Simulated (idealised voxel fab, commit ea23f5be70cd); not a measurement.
process module | voxel capacitor over wiring
cross-section cut | 265 nm wide | cells 5 nm
A cross-section is a grid of square cells, given in bands from the top down. A band is one or more rows of cells.
Each band's line starts with the height of the band's top and of its bottom, in nm. Then come its materials from left to right, each with its width in nm. One material with "throughout" fills the band from edge to edge. "air" is empty space.
Height 0 is the level under which the wafer as received is all one material. The lowest band goes on downwards, as in "0 down".
A width such as "30 to 40" changes by the same amount from each row of cells to the next, from the band's top row to its bottom row.
"no change" after a step means that no cell of the cross-section changed.
closed voids: empty space of 8 cells or more with no open way to the top, each as width x height at its distance from the left edge, in nm
after a step's settings: what the simulator itself notes on the step
overlay nm, on a step with a mask: how far to the right of its planned place the mask lay; to the left if negative
plan
1 op RECEIVE | material Si
2 op CONFORMAL_DEP | material SiO2 | thk nm 10
3 op CONFORMAL_DEP | material SiN | thk nm 5
4 op DIRECTIONAL_DEP | material lowk | thk nm 15
5 op DIRECTIONAL_DEP | material aC | thk nm 10
6 op PATTERN | tone open | mask id METAL_1 | material resist | width nm 30 | pitch nm 100 | thk nm 25 | overlay nm 0
7 op DIRECTIONAL_ETCH | etch materials aC | depth nm 10
8 op STRIP | etch materials resist
9 op DIRECTIONAL_ETCH | etch materials lowk | depth nm 15
10 op DIRECTIONAL_ETCH | etch materials SiN | depth nm 5
11 op STRIP | etch materials aC
12 op CONFORMAL_DEP | material TiN | thk nm 5
13 op FILL_DEP | material Cu | thk nm 10
14 op CMP | height nm 30
15 op EPI | material Ru | thk nm 5
16 op FILL_DEP | material SiCN | thk nm 5
17 op DIRECTIONAL_DEP | material lowk | thk nm 20
18 op MASKED_ETCH | tone open | mask id PLUG_1 | width nm 15 | etch materials lowk | depth nm 20 | overlay nm 0
19 op MASKED_ETCH | tone open | mask id PLUG_1 | width nm 15 | etch materials SiCN | depth nm 5 | overlay nm 0
20 op EPI | material Ru | thk nm 10
21 op EPI | material Ru | thk nm 10
22 op EPI | material Ru | thk nm 5
23 op DIRECTIONAL_DEP | material TiN | thk nm 10
24 op DIRECTIONAL_DEP | material Al2O3 | thk nm 5
25 op DIRECTIONAL_DEP | material TiN | thk nm 5
26 op PATTERN | tone cover | mask id UPPER_PLATE | material resist | width nm 75 | thk nm 15 | overlay nm 0
27 op DIRECTIONAL_ETCH | etch materials TiN | depth nm 5
28 op DIRECTIONAL_ETCH | etch materials Al2O3 | depth nm 5
29 op STRIP | etch materials resist
30 op MASKED_ETCH | tone cover | mask id LOWER_PLATE | width nm 85 | etch materials TiN | depth nm 10 | overlay nm 0
31 op FILL_DEP | material SiO2 | thk nm 15
32 op CMP | height nm 90
33 op DIRECTIONAL_DEP | material aC | thk nm 15
34 op PATTERN | tone open | mask id PLUG_2 | material resist | width nm 15 | thk nm 35 | overlay nm 0
35 op DIRECTIONAL_ETCH | etch materials aC | depth nm 15
36 op STRIP | etch materials resist
37 op DIRECTIONAL_ETCH | etch materials SiO2 | depth nm 10
38 op STRIP | etch materials aC
39 op CONFORMAL_DEP | material TiN | thk nm 5
40 op FILL_DEP | material Ru | thk nm 10
41 op CMP | height nm 90
42 op CONFORMAL_DEP | material SiCN | thk nm 5
as received, after step 1
  0 down: Si throughout
  closed voids: none
first wafer at the end, as planned
  95 to 90: SiCN throughout
  90 to 85: SiO2 90 | TiN 5 | Ru 5 | TiN 5 | SiO2 160
  85 to 75: SiO2 90 to 80 | TiN 15 to 75 | SiO2 160 to 110
  75 to 70: SiO2 80 | Al2O3 75 | SiO2 110
  70 to 60: SiO2 75 | TiN 85 | SiO2 105
  60 to 40: lowk 80 | Ru 15 | lowk 170
  40 to 35: SiCN 80 | Ru 15 | SiCN 170
  35 to 30: SiCN 60 | Ru 40 | SiCN 60 | Ru 40 | SiCN 65
  30 to 15: lowk 65 | TiN 5 | Cu 20 | TiN 5 | lowk 70 | TiN 5 | Cu 20 | TiN 5 | lowk 70
  15 to 10: SiN 65 | TiN 30 | SiN 70 | TiN 30 | SiN 70
  10 to 0: SiO2 throughout
  0 down: Si throughout
  closed voids: none
second wafer at the end: like start, like plan, one mistake
  95 to 90: SiCN throughout
  90 to 85: SiO2 80 | TiN 25 | SiO2 160
  85 to 80: SiO2 80 | Al2O3 25 | SiO2 160
  80 to 75: SiO2 75 | TiN 80 | SiO2 110
  75 to 70: SiO2 75 | TiN 30 | Al2O3 50 | SiO2 110
  70 to 60: SiO2 70 | Ru 35 | TiN 55 | SiO2 105
  60 to 40: lowk 80 | Ru 15 | lowk 170
  40 to 35: SiCN 80 | Ru 15 | SiCN 170
  35 to 30: SiCN 60 | Ru 40 | SiCN 60 | Ru 40 | SiCN 65
  30 to 15: lowk 65 | TiN 5 | Cu 20 | TiN 5 | lowk 70 | TiN 5 | Cu 20 | TiN 5 | lowk 70
  15 to 10: SiN 65 | TiN 30 | SiN 70 | TiN 30 | SiN 70
  10 to 0: SiO2 throughout
  0 down: Si throughout
  closed voids: none
what went wrong: one of the steps 20 and 21, which are alike, was run twice
at the end the second wafer has, in cells: 13 more of Ru | 8 fewer of SiO2 | 5 fewer of TiN
